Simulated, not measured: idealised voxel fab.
process module | voxel gate over fins
cross-section cut | 215 nm wide | cells 5 nm
A cross-section is a grid of square cells, given in bands from the top down. A band is one or more rows of cells.
Each band's line starts with the height of the band's top and of its bottom, in nm. Then come its materials from left to right, each with its width in nm. One material with "throughout" fills the band from edge to edge. "air" is empty space.
Height 0 is the level under which the wafer as received is all one material. The lowest band goes on downwards, as in "0 down".
A width such as "30 to 40" changes by the same amount from each row of cells to the next, from the band's top row to its bottom row.
"no change" after a step means that no cell of the cross-section changed.
closed voids: empty space of 8 cells or more with no open way to the top, each as width x height at its distance from the left edge, in nm
after a step's settings: what the simulator itself notes on the step
overlay nm, on a step with a mask: how far to the right of its planned place the mask lay; to the left if negative
plan
1 op RECEIVE | material Si
2 op CONFORMAL_DEP | material SiN | thk nm 5
3 op PATTERN | tone cover | mask id FINS | material resist | width nm 15 | pitch nm 50 | thk nm 20 | overlay nm 0
4 op DIRECTIONAL_ETCH | etch materials SiN | depth nm 5
5 op DIRECTIONAL_ETCH | etch materials Si | depth nm 40
6 op STRIP | etch materials resist
7 op FILL_DEP | material SiO2 | thk nm 5
8 op CMP | height nm 5
9 op PATTERN | tone open | mask id RAIL | material resist | width nm 15 | thk nm 20 | overlay nm 0
10 op DIRECTIONAL_ETCH | etch materials SiO2 | depth nm 40
11 op STRIP | etch materials resist
12 op CONFORMAL_DEP | material TiN | thk nm 5
13 op FILL_DEP | material Ru | thk nm 10
14 op CMP | height nm 5
15 op SELECTIVE_ETCH | etch materials W Ru TiN | depth nm 25
16 op FILL_DEP | material SiO2 | thk nm 5
17 op CMP | height nm 5
18 op SELECTIVE_ETCH | etch materials SiO2 | depth nm 15
19 op STRIP | etch materials SiN
20 op CONFORMAL_DEP | material HfO2 | thk nm 5
21 op CONFORMAL_DEP | material TiN | thk nm 5
22 op CONFORMAL_DEP | material TiAl | thk nm 5
23 op CONFORMAL_DEP | material TiN | thk nm 5
24 op FILL_DEP | material W | thk nm 10
25 op CMP | height nm 25
26 op CONFORMAL_DEP | material SiN | thk nm 5
as received, after step 1
  0 down: Si throughout
  closed voids: none
a wafer at the end: this start, this plan, one mistake
  30 to 25: SiN throughout
  25 to 20: TiAl throughout
  20 to 15: TiAl 5 | TiN 205 | TiAl 5
  15 to 10: TiAl 5 | TiN 5 | HfO2 45 | TiN 5 | HfO2 45 | TiN 5 | HfO2 45 | TiN 5 | HfO2 45 | TiN 5 | TiAl 5
  10 to 5: TiN 10 | HfO2 45 | TiN 5 | HfO2 45 | TiN 5 | HfO2 45 | TiN 5 | HfO2 45 | TiN 10
  5 to 0: HfO2 throughout
  0 to -10: HfO2 25 | Si 15 | HfO2 35 | Si 15 | HfO2 35 | Si 15 | HfO2 35 | Si 15 | HfO2 25
  -10 to -20: SiO2 25 | Si 15 | SiO2 35 | Si 15 | SiO2 35 | Si 15 | SiO2 35 | Si 15 | SiO2 25
  -20 to -30: SiO2 25 | Si 15 | SiO2 10 | TiN 5 | Ru 5 | TiN 5 | SiO2 10 | Si 15 | SiO2 35 | Si 15 | SiO2 35 | Si 15 | SiO2 25
  -30 to -35: SiO2 25 | Si 15 | SiO2 10 | TiN 15 | SiO2 10 | Si 15 | SiO2 35 | Si 15 | SiO2 35 | Si 15 | SiO2 25
  -35 to -40: SiO2 25 | Si 15 | SiO2 35 | Si 15 | SiO2 35 | Si 15 | SiO2 35 | Si 15 | SiO2 25
  -40 down: Si throughout
  closed voids: none
what went wrong: step 20 ran as: op CONFORMAL_DEP | material HfO2 | thk nm 15
